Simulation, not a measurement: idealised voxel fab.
process module | voxel trench capacitor
cross-section cut | 165 nm wide | cells 5 nm
A cross-section is a grid of square cells, given in bands from the top down. A band is one or more rows of cells.
Each band's line starts with the height of the band's top and of its bottom, in nm. Then come its materials from left to right, each with its width in nm. One material with "throughout" fills the band from edge to edge. "air" is empty space.
Height 0 is the level under which the wafer as received is all one material. The lowest band goes on downwards, as in "0 down".
A width such as "30 to 40" changes by the same amount from each row of cells to the next, from the band's top row to its bottom row.
"no change" after a step means that no cell of the cross-section changed.
closed voids: empty space of 8 cells or more with no open way to the top, each as width x height at its distance from the left edge, in nm
after a step's settings: what the simulator itself notes on the step
overlay nm, on a step with a mask: how far to the right of its planned place the mask lay; to the left if negative
Each pair below shows a cross-section before one step and the cross-section after it, down to the lowest band that changed. The line under each pair gives the step between them, with its settings. The pairs can come from different runs of this module on the same starting wafer, so a pair continues from the pair above only where its "before" says so.
before
  0 down: Si throughout
  closed voids: none
after
  5 to 0: SiN throughout
  below 0: unchanged
  closed voids: none
the step between: op CONFORMAL_DEP | material SiN | thk nm 5
before: the cross-section after the pair above
after
  20 to 5: aC throughout
  below 5: unchanged
  closed voids: none
the step between: op DIRECTIONAL_DEP | material aC | thk nm 15
before: the cross-section after the pair above
after
  55 to 20: resist 35 | air 15 | resist 25 | air 15 | resist 25 | air 15 | resist 35
  below 20: unchanged
  closed voids: none
the step between: op PATTERN | tone open | mask id TRENCH | material resist | width nm 15 | pitch nm 40 | thk nm 35 | overlay nm 0
before: the cross-section after the pair above
after
  40 to 20: resist 35 | air 15 | resist 25 | air 15 | resist 25 | air 15 | resist 35
  20 to 5: aC 35 | air 15 | aC 25 | air 15 | aC 25 | air 15 | aC 35
  below 5: unchanged
  closed voids: none
the step between: op DIRECTIONAL_ETCH | etch materials aC | depth nm 15
before: the cross-section after the pair above
after
  20 to 5: aC 35 | air 15 | aC 25 | air 15 | aC 25 | air 15 | aC 35
  below 5: unchanged
  closed voids: none
the step between: op STRIP | etch materials resist
before: the cross-section after the pair above
after
  20 to 5: aC 35 | air 15 | aC 25 | air 15 | aC 25 | air 15 | aC 35
  5 to 0: SiN 35 | air 15 | SiN 25 | air 15 | SiN 25 | air 15 | SiN 35
  below 0: unchanged
  closed voids: none
the step between: op DIRECTIONAL_ETCH | etch materials SiN | depth nm 5
before: the cross-section after the pair above
after
  20 to 5: aC 35 | air 15 | aC 25 | air 15 | aC 25 | air 15 | aC 35
  5 to 0: SiN 35 | air 15 | SiN 25 | air 15 | SiN 25 | air 15 | SiN 35
  0 to -40: Si 35 | air 15 | Si 25 | air 15 | Si 25 | air 15 | Si 35
  below -40: unchanged
  closed voids: none
the step between: op DIRECTIONAL_ETCH | etch materials Si | depth nm 40
before: the cross-section after the pair above
after
  5 to 0: SiN 35 | air 15 | SiN 25 | air 15 | SiN 25 | air 15 | SiN 35
  below 0: unchanged
  closed voids: none
the step between: op STRIP | etch materials aC
before: the cross-section after the pair above
after
  10 to 5: Al2O3 40 | air 5 | Al2O3 35 | air 5 | Al2O3 35 | air 5 | Al2O3 40
  5 to 0: SiN 35 | Al2O3 5 | air 5 | Al2O3 5 | SiN 25 | Al2O3 5 | air 5 | Al2O3 5 | SiN 25 | Al2O3 5 | air 5 | Al2O3 5 | SiN 35
  0 to -35: Si 35 | Al2O3 5 | air 5 | Al2O3 5 | Si 25 | Al2O3 5 | air 5 | Al2O3 5 | Si 25 | Al2O3 5 | air 5 | Al2O3 5 | Si 35
  -35 to -40: Si 35 | Al2O3 15 | Si 25 | Al2O3 15 | Si 25 | Al2O3 15 | Si 35
  below -40: unchanged
  closed voids: none
the step between: op CONFORMAL_DEP | material Al2O3 | thk nm 5
before: the cross-section after the pair above
after
  15 to 10: polySi throughout
  10 to 5: Al2O3 40 | polySi 5 | Al2O3 35 | polySi 5 | Al2O3 35 | polySi 5 | Al2O3 40
  5 to 0: SiN 35 | Al2O3 5 | polySi 5 | Al2O3 5 | SiN 25 | Al2O3 5 | polySi 5 | Al2O3 5 | SiN 25 | Al2O3 5 | polySi 5 | Al2O3 5 | SiN 35
  0 to -35: Si 35 | Al2O3 5 | polySi 5 | Al2O3 5 | Si 25 | Al2O3 5 | polySi 5 | Al2O3 5 | Si 25 | Al2O3 5 | polySi 5 | Al2O3 5 | Si 35
  below -35: unchanged
  closed voids: none
the step between: op FILL_DEP | material polySi | thk nm 5
before: the cross-section after the pair above
after
  5 to 0: SiN 35 | Al2O3 5 | polySi 5 | Al2O3 5 | SiN 25 | Al2O3 5 | polySi 5 | Al2O3 5 | SiN 25 | Al2O3 5 | polySi 5 | Al2O3 5 | SiN 35
  below 0: unchanged
  closed voids: none
the step between: op CMP | height nm 5
before
  40 to 20: resist 35 | air 15 | resist 25 | air 15 | resist 25 | air 15 | resist 35
  20 to 5: aC 35 | air 15 | aC 25 | air 15 | aC 25 | air 15 | aC 35
  5 to 0: SiN throughout
  0 down: Si throughout
  closed voids: none
after
  40 to 20: resist 35 | air 15 | resist 25 | air 15 | resist 25 | air 15 | resist 35
  20 to 5: aC 35 | air 15 | aC 25 | air 15 | aC 25 | air 15 | aC 35
  5 to 0: SiN 35 | air 15 | SiN 25 | air 15 | SiN 25 | air 15 | SiN 35
  below 0: unchanged
  closed voids: none
the step between: op DIRECTIONAL_ETCH | etch materials SiN | depth nm 5
before: the cross-section after the pair above
after
  40 to 20: resist 35 | air 15 | resist 25 | air 15 | resist 25 | air 15 | resist 35
  20 to 5: aC 35 | air 15 | aC 25 | air 15 | aC 25 | air 15 | aC 35
  5 to 0: SiN 35 | air 15 | SiN 25 | air 15 | SiN 25 | air 15 | SiN 35
  0 to -40: Si 35 | air 15 | Si 25 | air 15 | Si 25 | air 15 | Si 35
  below -40: unchanged
  closed voids: none
the step between: op DIRECTIONAL_ETCH | etch materials Si | depth nm 40
before: the cross-section after the pair above
after
  5 to 0: SiN 35 | air 15 | SiN 25 | air 15 | SiN 25 | air 15 | SiN 35
  below 0: unchanged
  closed voids: none
the step between: op STRIP | etch materials aC
before
  20 to 5: aC 35 | air 15 | aC 25 | air 15 | aC 25 | air 15 | aC 35
  5 to 0: SiN 35 | air 15 | SiN 25 | air 15 | SiN 25 | air 15 | SiN 35
  0 to -40: Si 35 | air 15 | Si 25 | air 15 | Si 25 | air 15 | Si 35
  -40 down: Si throughout
  closed voids: none
after
  25 to 20: Al2O3 40 | air 5 | Al2O3 35 | air 5 | Al2O3 35 | air 5 | Al2O3 40
  20 to 5: aC 35 | Al2O3 5 | air 5 | Al2O3 5 | aC 25 | Al2O3 5 | air 5 | Al2O3 5 | aC 25 | Al2O3 5 | air 5 | Al2O3 5 | aC 35
  5 to 0: SiN 35 | Al2O3 5 | air 5 | Al2O3 5 | SiN 25 | Al2O3 5 | air 5 | Al2O3 5 | SiN 25 | Al2O3 5 | air 5 | Al2O3 5 | SiN 35
  0 to -35: Si 35 | Al2O3 5 | air 5 | Al2O3 5 | Si 25 | Al2O3 5 | air 5 | Al2O3 5 | Si 25 | Al2O3 5 | air 5 | Al2O3 5 | Si 35
  -35 to -40: Si 35 | Al2O3 15 | Si 25 | Al2O3 15 | Si 25 | Al2O3 15 | Si 35
  below -40: unchanged
  closed voids: none
the step between: op CONFORMAL_DEP | material Al2O3 | thk nm 5
before: the cross-section after the pair above
after
  30 to 25: polySi throughout
  25 to 20: Al2O3 40 | polySi 5 | Al2O3 35 | polySi 5 | Al2O3 35 | polySi 5 | Al2O3 40
  20 to 5: aC 35 | Al2O3 5 | polySi 5 | Al2O3 5 | aC 25 | Al2O3 5 | polySi 5 | Al2O3 5 | aC 25 | Al2O3 5 | polySi 5 | Al2O3 5 | aC 35
  5 to 0: SiN 35 | Al2O3 5 | polySi 5 | Al2O3 5 | SiN 25 | Al2O3 5 | polySi 5 | Al2O3 5 | SiN 25 | Al2O3 5 | polySi 5 | Al2O3 5 | SiN 35
  0 to -35: Si 35 | Al2O3 5 | polySi 5 | Al2O3 5 | Si 25 | Al2O3 5 | polySi 5 | Al2O3 5 | Si 25 | Al2O3 5 | polySi 5 | Al2O3 5 | Si 35
  below -35: unchanged
  closed voids: none
the step between: op FILL_DEP | material polySi | thk nm 5
before: the cross-section after the pair above
after
  5 to 0: SiN 35 | Al2O3 5 | polySi 5 | Al2O3 5 | SiN 25 | Al2O3 5 | polySi 5 | Al2O3 5 | SiN 25 | Al2O3 5 | polySi 5 | Al2O3 5 | SiN 35
  below 0: unchanged
  closed voids: none
the step between: op CMP | height nm 5
before
  20 to 5: aC 35 | air 15 | aC 25 | air 15 | aC 25 | air 15 | aC 35
  5 to 0: SiN 35 | air 15 | SiN 25 | air 15 | SiN 25 | air 15 | SiN 35
  0 down: Si throughout
  closed voids: none
after
  20 to 5: aC 35 | air 15 | aC 25 | air 15 | aC 25 | air 15 | aC 35
  5 to 0: SiN 35 | air 15 | SiN 25 | air 15 | SiN 25 | air 15 | SiN 35
  0 to -30: Si 35 | air 15 | Si 25 | air 15 | Si 25 | air 15 | Si 35
  below -30: unchanged
  closed voids: none
the step between: op DIRECTIONAL_ETCH | etch materials Si | depth nm 30
before: the cross-section after the pair above
after
  5 to 0: SiN 35 | air 15 | SiN 25 | air 15 | SiN 25 | air 15 | SiN 35
  below 0: unchanged
  closed voids: none
the step between: op STRIP | etch materials aC
before: the cross-section after the pair above
after
  10 to 5: Al2O3 40 | air 5 | Al2O3 35 | air 5 | Al2O3 35 | air 5 | Al2O3 40
  5 to 0: SiN 35 | Al2O3 5 | air 5 | Al2O3 5 | SiN 25 | Al2O3 5 | air 5 | Al2O3 5 | SiN 25 | Al2O3 5 | air 5 | Al2O3 5 | SiN 35
  0 to -25: Si 35 | Al2O3 5 | air 5 | Al2O3 5 | Si 25 | Al2O3 5 | air 5 | Al2O3 5 | Si 25 | Al2O3 5 | air 5 | Al2O3 5 | Si 35
  -25 to -30: Si 35 | Al2O3 15 | Si 25 | Al2O3 15 | Si 25 | Al2O3 15 | Si 35
  below -30: unchanged
  closed voids: none
the step between: op CONFORMAL_DEP | material Al2O3 | thk nm 5
before: the cross-section after the pair above
after
  15 to 10: polySi throughout
  10 to 5: Al2O3 40 | polySi 5 | Al2O3 35 | polySi 5 | Al2O3 35 | polySi 5 | Al2O3 40
  5 to 0: SiN 35 | Al2O3 5 | polySi 5 | Al2O3 5 | SiN 25 | Al2O3 5 | polySi 5 | Al2O3 5 | SiN 25 | Al2O3 5 | polySi 5 | Al2O3 5 | SiN 35
  0 to -25: Si 35 | Al2O3 5 | polySi 5 | Al2O3 5 | Si 25 | Al2O3 5 | polySi 5 | Al2O3 5 | Si 25 | Al2O3 5 | polySi 5 | Al2O3 5 | Si 35
  below -25: unchanged
  closed voids: none
the step between: op FILL_DEP | material polySi | thk nm 5
before: the cross-section after the pair above
after
  5 to 0: SiN 35 | Al2O3 5 | polySi 5 | Al2O3 5 | SiN 25 | Al2O3 5 | polySi 5 | Al2O3 5 | SiN 25 | Al2O3 5 | polySi 5 | Al2O3 5 | SiN 35
  below 0: unchanged
  closed voids: none
the step between: op CMP | height nm 5
before
  20 to 5: aC throughout
  5 to 0: SiN throughout
  0 down: Si throughout
  closed voids: none
after
  55 to 20: resist 30 | air 25 | resist 15 | air 25 | resist 15 | air 25 | resist 30
  below 20: unchanged
  closed voids: none
the step between: op PATTERN | tone open | mask id TRENCH | material resist | width nm 25 | pitch nm 40 | thk nm 35 | overlay nm 0
before: the cross-section after the pair above
after
  40 to 20: resist 30 | air 25 | resist 15 | air 25 | resist 15 | air 25 | resist 30
  20 to 5: aC 30 | air 25 | aC 15 | air 25 | aC 15 | air 25 | aC 30
  below 5: unchanged
  closed voids: none
the step between: op DIRECTIONAL_ETCH | etch materials aC | depth nm 15
before: the cross-section after the pair above
after
  20 to 5: aC 30 | air 25 | aC 15 | air 25 | aC 15 | air 25 | aC 30
  below 5: unchanged
  closed voids: none
the step between: op STRIP | etch materials resist
before: the cross-section after the pair above
after
  20 to 5: aC 30 | air 25 | aC 15 | air 25 | aC 15 | air 25 | aC 30
  5 to 0: SiN 30 | air 25 | SiN 15 | air 25 | SiN 15 | air 25 | SiN 30
  below 0: unchanged
  closed voids: none
the step between: op DIRECTIONAL_ETCH | etch materials SiN | depth nm 5
before: the cross-section after the pair above
after
  20 to 5: aC 30 | air 25 | aC 15 | air 25 | aC 15 | air 25 | aC 30
  5 to 0: SiN 30 | air 25 | SiN 15 | air 25 | SiN 15 | air 25 | SiN 30
  0 to -40: Si 30 | air 25 | Si 15 | air 25 | Si 15 | air 25 | Si 30
  below -40: unchanged
  closed voids: none
the step between: op DIRECTIONAL_ETCH | etch materials Si | depth nm 40
before: the cross-section after the pair above
after
  5 to 0: SiN 30 | air 25 | SiN 15 | air 25 | SiN 15 | air 25 | SiN 30
  below 0: unchanged
  closed voids: none
the step between: op STRIP | etch materials aC
before: the cross-section after the pair above
after
  10 to 5: Al2O3 35 | air 15 | Al2O3 25 | air 15 | Al2O3 25 | air 15 | Al2O3 35
  5 to 0: SiN 30 | Al2O3 5 | air 15 | Al2O3 5 | SiN 15 | Al2O3 5 | air 15 | Al2O3 5 | SiN 15 | Al2O3 5 | air 15 | Al2O3 5 | SiN 30
  0 to -35: Si 30 | Al2O3 5 | air 15 | Al2O3 5 | Si 15 | Al2O3 5 | air 15 | Al2O3 5 | Si 15 | Al2O3 5 | air 15 | Al2O3 5 | Si 30
  -35 to -40: Si 30 | Al2O3 25 | Si 15 | Al2O3 25 | Si 15 | Al2O3 25 | Si 30
  below -40: unchanged
  closed voids: none
the step between: op CONFORMAL_DEP | material Al2O3 | thk nm 5
before: the cross-section after the pair above
after
  15 to 10: polySi throughout
  10 to 5: Al2O3 35 | polySi 15 | Al2O3 25 | polySi 15 | Al2O3 25 | polySi 15 | Al2O3 35
  5 to 0: SiN 30 | Al2O3 5 | polySi 15 | Al2O3 5 | SiN 15 | Al2O3 5 | polySi 15 | Al2O3 5 | SiN 15 | Al2O3 5 | polySi 15 | Al2O3 5 | SiN 30
  0 to -35: Si 30 | Al2O3 5 | polySi 15 | Al2O3 5 | Si 15 | Al2O3 5 | polySi 15 | Al2O3 5 | Si 15 | Al2O3 5 | polySi 15 | Al2O3 5 | Si 30
  below -35: unchanged
  closed voids: none
the step between: op FILL_DEP | material polySi | thk nm 5
before: the cross-section after the pair above
after
  5 to 0: SiN 30 | Al2O3 5 | polySi 15 | Al2O3 5 | SiN 15 | Al2O3 5 | polySi 15 | Al2O3 5 | SiN 15 | Al2O3 5 | polySi 15 | Al2O3 5 | SiN 30
  below 0: unchanged
  closed voids: none
the step between: op CMP | height nm 5
before
  20 to 5: aC throughout
  5 to 0: SiN throughout
  0 down: Si throughout
  closed voids: none
after
  55 to 20: resist 40 | air 15 | resist 25 | air 15 | resist 25 | air 15 | resist 30
  below 20: unchanged
  closed voids: none
the step between: op PATTERN | tone open | mask id TRENCH | material resist | width nm 15 | pitch nm 40 | thk nm 35 | overlay nm 5
before: the cross-section after the pair above
after
  40 to 20: resist 40 | air 15 | resist 25 | air 15 | resist 25 | air 15 | resist 30
  20 to 5: aC 40 | air 15 | aC 25 | air 15 | aC 25 | air 15 | aC 30
  below 5: unchanged
  closed voids: none
the step between: op DIRECTIONAL_ETCH | etch materials aC | depth nm 15
before: the cross-section after the pair above
after
  20 to 5: aC 40 | air 15 | aC 25 | air 15 | aC 25 | air 15 | aC 30
  below 5: unchanged
  closed voids: none
the step between: op STRIP | etch materials resist
before: the cross-section after the pair above
after
  20 to 5: aC 40 | air 15 | aC 25 | air 15 | aC 25 | air 15 | aC 30
  5 to 0: SiN 40 | air 15 | SiN 25 | air 15 | SiN 25 | air 15 | SiN 30
  below 0: unchanged
  closed voids: none
the step between: op DIRECTIONAL_ETCH | etch materials SiN | depth nm 5
before: the cross-section after the pair above
after
  20 to 5: aC 40 | air 15 | aC 25 | air 15 | aC 25 | air 15 | aC 30
  5 to 0: SiN 40 | air 15 | SiN 25 | air 15 | SiN 25 | air 15 | SiN 30
  0 to -40: Si 40 | air 15 | Si 25 | air 15 | Si 25 | air 15 | Si 30
  below -40: unchanged
  closed voids: none
the step between: op DIRECTIONAL_ETCH | etch materials Si | depth nm 40
before: the cross-section after the pair above
after
  5 to 0: SiN 40 | air 15 | SiN 25 | air 15 | SiN 25 | air 15 | SiN 30
  below 0: unchanged
  closed voids: none
the step between: op STRIP | etch materials aC
before: the cross-section after the pair above
after
  10 to 5: Al2O3 45 | air 5 | Al2O3 35 | air 5 | Al2O3 35 | air 5 | Al2O3 35
  5 to 0: SiN 40 | Al2O3 5 | air 5 | Al2O3 5 | SiN 25 | Al2O3 5 | air 5 | Al2O3 5 | SiN 25 | Al2O3 5 | air 5 | Al2O3 5 | SiN 30
  0 to -35: Si 40 | Al2O3 5 | air 5 | Al2O3 5 | Si 25 | Al2O3 5 | air 5 | Al2O3 5 | Si 25 | Al2O3 5 | air 5 | Al2O3 5 | Si 30
  -35 to -40: Si 40 | Al2O3 15 | Si 25 | Al2O3 15 | Si 25 | Al2O3 15 | Si 30
  below -40: unchanged
  closed voids: none
the step between: op CONFORMAL_DEP | material Al2O3 | thk nm 5
before: the cross-section after the pair above
after
  15 to 10: polySi throughout
  10 to 5: Al2O3 45 | polySi 5 | Al2O3 35 | polySi 5 | Al2O3 35 | polySi 5 | Al2O3 35
  5 to 0: SiN 40 | Al2O3 5 | polySi 5 | Al2O3 5 | SiN 25 | Al2O3 5 | polySi 5 | Al2O3 5 | SiN 25 | Al2O3 5 | polySi 5 | Al2O3 5 | SiN 30
  0 to -35: Si 40 | Al2O3 5 | polySi 5 | Al2O3 5 | Si 25 | Al2O3 5 | polySi 5 | Al2O3 5 | Si 25 | Al2O3 5 | polySi 5 | Al2O3 5 | Si 30
  below -35: unchanged
  closed voids: none
the step between: op FILL_DEP | material polySi | thk nm 5
before: the cross-section after the pair above
after
  5 to 0: SiN 40 | Al2O3 5 | polySi 5 | Al2O3 5 | SiN 25 | Al2O3 5 | polySi 5 | Al2O3 5 | SiN 25 | Al2O3 5 | polySi 5 | Al2O3 5 | SiN 30
  below 0: unchanged
  closed voids: none
the step between: op CMP | height nm 5
before
  5 to 0: SiN 35 | air 15 | SiN 25 | air 15 | SiN 25 | air 15 | SiN 35
  0 to -40: Si 35 | air 15 | Si 25 | air 15 | Si 25 | air 15 | Si 35
  -40 down: Si throughout
  closed voids: none
after
  10 to 5: aC 40 | air 5 | aC 35 | air 5 | aC 35 | air 5 | aC 40
  5 to 0: SiN 35 | aC 5 | air 5 | aC 5 | SiN 25 | aC 5 | air 5 | aC 5 | SiN 25 | aC 5 | air 5 | aC 5 | SiN 35
  0 to -35: Si 35 | aC 5 | air 5 | aC 5 | Si 25 | aC 5 | air 5 | aC 5 | Si 25 | aC 5 | air 5 | aC 5 | Si 35
  -35 to -40: Si 35 | aC 15 | Si 25 | aC 15 | Si 25 | aC 15 | Si 35
  below -40: unchanged
  closed voids: none
the step between: op CONFORMAL_DEP | material aC | thk nm 5
before: the cross-section after the pair above
after
  15 to 10: polySi throughout
  10 to 5: aC 40 | polySi 5 | aC 35 | polySi 5 | aC 35 | polySi 5 | aC 40
  5 to 0: SiN 35 | aC 5 | polySi 5 | aC 5 | SiN 25 | aC 5 | polySi 5 | aC 5 | SiN 25 | aC 5 | polySi 5 | aC 5 | SiN 35
  0 to -35: Si 35 | aC 5 | polySi 5 | aC 5 | Si 25 | aC 5 | polySi 5 | aC 5 | Si 25 | aC 5 | polySi 5 | aC 5 | Si 35
  below -35: unchanged
  closed voids: none
the step between: op FILL_DEP | material polySi | thk nm 5
before: the cross-section after the pair above
after
  5 to 0: SiN 35 | aC 5 | polySi 5 | aC 5 | SiN 25 | aC 5 | polySi 5 | aC 5 | SiN 25 | aC 5 | polySi 5 | aC 5 | SiN 35
  below 0: unchanged
  closed voids: none
the step between: op CMP | height nm 5
before
  20 to 5: aC throughout
  5 to 0: SiN throughout
  0 down: Si throughout
  closed voids: none
after
  55 to 20: air 35 | resist 15 | air 25 | resist 15 | air 25 | resist 15 | air 35
  below 20: unchanged
  closed voids: none
the step between: op PATTERN | tone cover | mask id TRENCH | material resist | width nm 15 | pitch nm 40 | thk nm 35 | overlay nm 0
before: the cross-section after the pair above
after
  40 to 20: air 35 | resist 15 | air 25 | resist 15 | air 25 | resist 15 | air 35
  20 to 5: air 35 | aC 15 | air 25 | aC 15 | air 25 | aC 15 | air 35
  below 5: unchanged
  closed voids: none
the step between: op DIRECTIONAL_ETCH | etch materials aC | depth nm 15
before: the cross-section after the pair above
after
  20 to 5: air 35 | aC 15 | air 25 | aC 15 | air 25 | aC 15 | air 35
  below 5: unchanged
  closed voids: none
the step between: op STRIP | etch materials resist
before: the cross-section after the pair above
after
  20 to 5: air 35 | aC 15 | air 25 | aC 15 | air 25 | aC 15 | air 35
  5 to 0: air 35 | SiN 15 | air 25 | SiN 15 | air 25 | SiN 15 | air 35
  below 0: unchanged
  closed voids: none
the step between: op DIRECTIONAL_ETCH | etch materials SiN | depth nm 5
before: the cross-section after the pair above
after
  20 to 5: air 35 | aC 15 | air 25 | aC 15 | air 25 | aC 15 | air 35
  5 to 0: air 35 | SiN 15 | air 25 | SiN 15 | air 25 | SiN 15 | air 35
  0 to -40: air 35 | Si 15 | air 25 | Si 15 | air 25 | Si 15 | air 35
  below -40: unchanged
  closed voids: none
the step between: op DIRECTIONAL_ETCH | etch materials Si | depth nm 40
before: the cross-section after the pair above
after
  5 to 0: air 35 | SiN 15 | air 25 | SiN 15 | air 25 | SiN 15 | air 35
  below 0: unchanged
  closed voids: none
the step between: op STRIP | etch materials aC
before: the cross-section after the pair above
after
  10 to 5: air 30 | Al2O3 25 | air 15 | Al2O3 25 | air 15 | Al2O3 25 | air 30
  5 to 0: air 30 | Al2O3 5 | SiN 15 | Al2O3 5 | air 15 | Al2O3 5 | SiN 15 | Al2O3 5 | air 15 | Al2O3 5 | SiN 15 | Al2O3 5 | air 30
  0 to -35: air 30 | Al2O3 5 | Si 15 | Al2O3 5 | air 15 | Al2O3 5 | Si 15 | Al2O3 5 | air 15 | Al2O3 5 | Si 15 | Al2O3 5 | air 30
  -35 to -40: Al2O3 35 | Si 15 | Al2O3 25 | Si 15 | Al2O3 25 | Si 15 | Al2O3 35
  below -40: unchanged
  closed voids: none
the step between: op CONFORMAL_DEP | material Al2O3 | thk nm 5
before: the cross-section after the pair above
after
  15 to 10: polySi throughout
  10 to 5: polySi 30 | Al2O3 25 | polySi 15 | Al2O3 25 | polySi 15 | Al2O3 25 | polySi 30
  5 to 0: polySi 30 | Al2O3 5 | SiN 15 | Al2O3 5 | polySi 15 | Al2O3 5 | SiN 15 | Al2O3 5 | polySi 15 | Al2O3 5 | SiN 15 | Al2O3 5 | polySi 30
  0 to -35: polySi 30 | Al2O3 5 | Si 15 | Al2O3 5 | polySi 15 | Al2O3 5 | Si 15 | Al2O3 5 | polySi 15 | Al2O3 5 | Si 15 | Al2O3 5 | polySi 30
  below -35: unchanged
  closed voids: none
the step between: op FILL_DEP | material polySi | thk nm 5
before: the cross-section after the pair above
after
  5 to 0: polySi 30 | Al2O3 5 | SiN 15 | Al2O3 5 | polySi 15 | Al2O3 5 | SiN 15 | Al2O3 5 | polySi 15 | Al2O3 5 | SiN 15 | Al2O3 5 | polySi 30
  below 0: unchanged
  closed voids: none
the step between: op CMP | height nm 5
